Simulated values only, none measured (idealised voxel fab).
process module | voxel self aligned contacts
cross-section cut | 225 nm wide | cells 5 nm
A cross-section is a grid of square cells, given in bands from the top down. A band is one or more rows of cells.
Each band's line starts with the height of the band's top and of its bottom, in nm. Then come its materials from left to right, each with its width in nm. One material with "throughout" fills the band from edge to edge. "air" is empty space.
Height 0 is the level under which the wafer as received is all one material. The lowest band goes on downwards, as in "0 down".
A width such as "30 to 40" changes by the same amount from each row of cells to the next, from the band's top row to its bottom row.
"no change" after a step means that no cell of the cross-section changed.
closed voids: empty space of 8 cells or more with no open way to the top, each as width x height at its distance from the left edge, in nm
after a step's settings: what the simulator itself notes on the step
overlay nm, on a step with a mask: how far to the right of its planned place the mask lay; to the left if negative
plan
1 op RECEIVE | material Si
2 op OXIDIZE | depth nm 5
3 op DIRECTIONAL_DEP | material polySi | thk nm 25
4 op DIRECTIONAL_DEP | material SiN | thk nm 25
5 op DIRECTIONAL_DEP | material aC | thk nm 10
6 op PATTERN | tone cover | mask id GATE | material resist | width nm 35 | pitch nm 80 | thk nm 25 | overlay nm 0
7 op DIRECTIONAL_ETCH | etch materials aC | depth nm 10
8 op STRIP | etch materials resist
9 op DIRECTIONAL_ETCH | etch materials SiN | depth nm 25
10 op DIRECTIONAL_ETCH | etch materials polySi | depth nm 25
11 op STRIP | etch materials aC
12 op CONFORMAL_DEP | material SiN | thk nm 10
13 op DIRECTIONAL_ETCH | etch materials SiN | depth nm 10
14 op FILL_DEP | material SiO2 | thk nm 15
15 op CMP | height nm 60
16 op MASKED_ETCH | tone open | mask id CONTACT | width nm 65 | pitch nm 80 | etch materials SiO2 | depth nm 65 | overlay nm 0
17 op CONFORMAL_DEP | material TiN | thk nm 5
18 op FILL_DEP | material W | thk nm 10
19 op CMP | height nm 60
20 op CONFORMAL_DEP | material SiCN | thk nm 5
as received, after step 1
  0 down: Si throughout
  closed voids: none
a wafer at the end: this start, this plan, one mistake
  65 to 60: SiCN throughout
  60 to 50: SiO2 50 | TiN 5 to 15 | W 55 to 15 | TiN 5 to 35 | SiO2 15 | TiN 5 to 15 | W 55 to 15 | TiN 5 to 35 | SiO2 30
  50 to 25: SiO2 5 | SiN 55 | TiN 5 | W 15 | TiN 5 | SiN 55 | TiN 5 | W 15 | TiN 5 | SiN 55 | SiO2 5
  25 to 0: SiO2 5 | SiN 10 | polySi 35 | SiN 10 | TiN 5 | W 15 | TiN 5 | SiN 10 | polySi 35 | SiN 10 | TiN 5 | W 15 | TiN 5 | SiN 10 | polySi 35 | SiN 10 | SiO2 5
  0 to -5: SiO2 60 | TiN 25 | SiO2 55 | TiN 25 | SiO2 60
  -5 down: Si throughout
  closed voids: none
what went wrong: step 16 ran as: op MASKED_ETCH | tone open | mask id CONTACT | width nm 65 | pitch nm 80 | etch materials SiO2 | depth nm 65 | overlay nm 10
